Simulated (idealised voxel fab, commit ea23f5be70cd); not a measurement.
Process module heading - voxel ribs on slabs
Xsec cut, 300 nm wide, square cell size 5 nm.
A cross-section is written here as square cells arranged in a grid, and it is given in bands from the top down, each band taking up one or more rows of cells. Quick guide to a band line: top height, bottom height (nm) up front; then every material left to right with its width in nm. Only one material and it's marked "edge to edge"? Then it fills the band edge to edge. And "empty" just means empty space. Heights are measured from 0, the level below which the as-received wafer is all one material; the lowest band has no bottom and continues downward, written as in "0 and below". Note: "30 to 40" means the width goes from the first number (top row of the band) to the second number (bottom row) in equal steps per row of cells. Any step labelled "remained unchanged" changed none of the cells in the cross-section. Empty spaces without an open route to the top, at least 8 cells in extent, make up the entry "Closed internal cavities"; each is given as width x height at distance, where the distance is measured from the left edge, and all are in nm. What comes after the settings on a step's line is commentary from the simulator itself on that step. "overlay nm", when on a step's line for a step with a mask, measures how far to the right of its planned place the mask lay; a negative measure means to the left.

[So here's the lineup of process steps we planned]
1,RECEIVE (material Si)
2,DIRECTIONAL_DEP (material SiO2; thk nm 25)
3,DIRECTIONAL_DEP (material SiN; thk nm 15)
4,PATTERN (tone cover; mask id RIB; material resist; width nm 25; thk nm 20; overlay nm 0)
5,DIRECTIONAL_ETCH (etch materials SiN; depth nm 5)
6,STRIP (etch materials resist)
7,PATTERN (tone cover; mask id SLAB; material resist; width nm 85; thk nm 15; overlay nm 0)
8,DIRECTIONAL_ETCH (etch materials SiN; depth nm 10)
9,STRIP (etch materials resist)
10,FILL_DEP (material SiO2; thk nm 25)
11,CMP (height nm 60)
12,DIRECTIONAL_DEP (material W; thk nm 5)
13,PATTERN (tone cover; mask id HEATER; material resist; width nm 35; thk nm 15; overlay nm 0)
14,DIRECTIONAL_ETCH (etch materials W; depth nm 5)
15,STRIP (etch materials resist)
16,CONFORMAL_DEP (material SiO2; thk nm 5)

[First of two wafers: run as planned]

[As-received state of the wafer in cross-section, equivalent to post-step 1]
	0 and below = Si edge to edge
	Closed internal cavities: none

[after step 2]
	25 down to 0 = SiO2 edge to edge
	Rest of section, below 0: as before.

[after step 3]
	40 down to 25 = SiN edge to edge
	Rest of section, below 25: as before.

[after step 4]
	60 down to 40 = 135 of empty | 25 of resist | 140 of empty
	Rest of section, below 40: as before.

[after step 5]
	60 down to 40 = 135 of empty | 25 of resist | 140 of empty
	40 down to 35 = 135 of empty | 25 of SiN | 140 of empty
	Rest of section, below 35: as before.

[after step 6]
	40 down to 35 = 135 of empty | 25 of SiN | 140 of empty
	Rest of section, below 35: as before.

[after step 7]
	55 down to 40 = 105 of empty | 85 of resist | 110 of empty
	40 down to 35 = 105 of empty | 30 of resist | 25 of SiN | 30 of resist | 110 of empty
	Rest of section, below 35: as before.

[after step 8]
	55 down to 40 = 105 of empty | 85 of resist | 110 of empty
	40 down to 35 = 105 of empty | 30 of resist | 25 of SiN | 30 of resist | 110 of empty
	35 down to 25 = 105 of empty | 85 of SiN | 110 of empty
	Rest of section, below 25: as before.

[after step 9]
	40 down to 35 = 135 of empty | 25 of SiN | 140 of empty
	Rest of section, below 35: as before.

[after step 10]
	65 down to 40 = SiO2 edge to edge
	40 down to 35 = 135 of SiO2 | 25 of SiN | 140 of SiO2
	35 down to 25 = 105 of SiO2 | 85 of SiN | 110 of SiO2
	Rest of section, below 25: as before.

[after step 11]
	60 down to 40 = SiO2 edge to edge
	Rest of section, below 40: as before.

[after step 12]
	65 down to 60 = W edge to edge
	Rest of section, below 60: as before.

[after step 13]
	80 down to 65 = 130 of empty | 35 of resist | 135 of empty
	Rest of section, below 65: as before.

[after step 14]
	80 down to 65 = 130 of empty | 35 of resist | 135 of empty
	65 down to 60 = 130 of empty | 35 of W | 135 of empty
	Rest of section, below 60: as before.

[after step 15]
	65 down to 60 = 130 of empty | 35 of W | 135 of empty
	Rest of section, below 60: as before.

[after step 16]
	70 down to 65 = 125 of empty | 45 of SiO2 | 130 of empty
	65 down to 60 = 130 of SiO2 | 35 of W | 135 of SiO2
	Rest of section, below 60: as before.

[What follows concerns the second wafer, which started out like the first and was meant to follow the very same plan; one mistake crept in when it was run, but everything up to and including step 6 is the same as for the first wafer]

[Second wafer cross-section, taken as of the time the plan sets for step 7 to be done]
	55 down to 40 = 105 of resist | 85 of empty | 110 of resist
	40 down to 35 = 105 of resist | 30 of empty | 25 of SiN | 30 of empty | 110 of resist
	Rest of section, below 35: as before.

[Second wafer cross-section, taken as of the time the plan sets for step 8 to be done]
	55 down to 35 = 105 of resist | 85 of empty | 110 of resist
	35 down to 30 = 105 of SiN | 85 of empty | 110 of SiN
	30 down to 25 = 105 of SiN | 30 of empty | 25 of SiN | 30 of empty | 110 of SiN
	Rest of section, below 25: as before.

[Second wafer cross-section, taken as of the time the plan sets for step 9 to be done]
	35 down to 30 = 105 of SiN | 85 of empty | 110 of SiN
	Rest of section, below 30: as before.

[Second wafer cross-section, taken as of the time the plan sets for step 10 to be done]
	60 down to 35 = SiO2 edge to edge
	35 down to 30 = 105 of SiN | 85 of SiO2 | 110 of SiN
	30 down to 25 = 105 of SiN | 30 of SiO2 | 25 of SiN | 30 of SiO2 | 110 of SiN
	Rest of section, below 25: as before.

Second wafer cross-section, taken as of the time the plan sets for step 11 to be done: remained unchanged

[Second wafer cross-section, taken as of the time the plan sets for step 12 to be done]
	65 down to 60 = W edge to edge
	Rest of section, below 60: as before.

[Second wafer cross-section, taken as of the time the plan sets for step 13 to be done]
	80 down to 65 = 130 of empty | 35 of resist | 135 of empty
	Rest of section, below 65: as before.

[Second wafer cross-section, taken as of the time the plan sets for step 14 to be done]
	80 down to 65 = 130 of empty | 35 of resist | 135 of empty
	65 down to 60 = 130 of empty | 35 of W | 135 of empty
	Rest of section, below 60: as before.

[Second wafer cross-section, taken as of the time the plan sets for step 15 to be done]
	65 down to 60 = 130 of empty | 35 of W | 135 of empty
	Rest of section, below 60: as before.

[Second wafer cross-section, taken as of the time the plan sets for step 16 to be done]
	70 down to 65 = 125 of empty | 45 of SiO2 | 130 of empty
	65 down to 60 = 130 of SiO2 | 35 of W | 135 of SiO2
	Rest of section, below 60: as before.
The plan and the run diverged here: off-plan run, step 7, actual operation and settings PATTERN (tone open; mask id SLAB; material resist; width nm 85; thk nm 15; overlay nm 0)
The final cell counts differ between the wafers, with the second having more or fewer of some materials than the first: +52 SiN | -52 SiO2
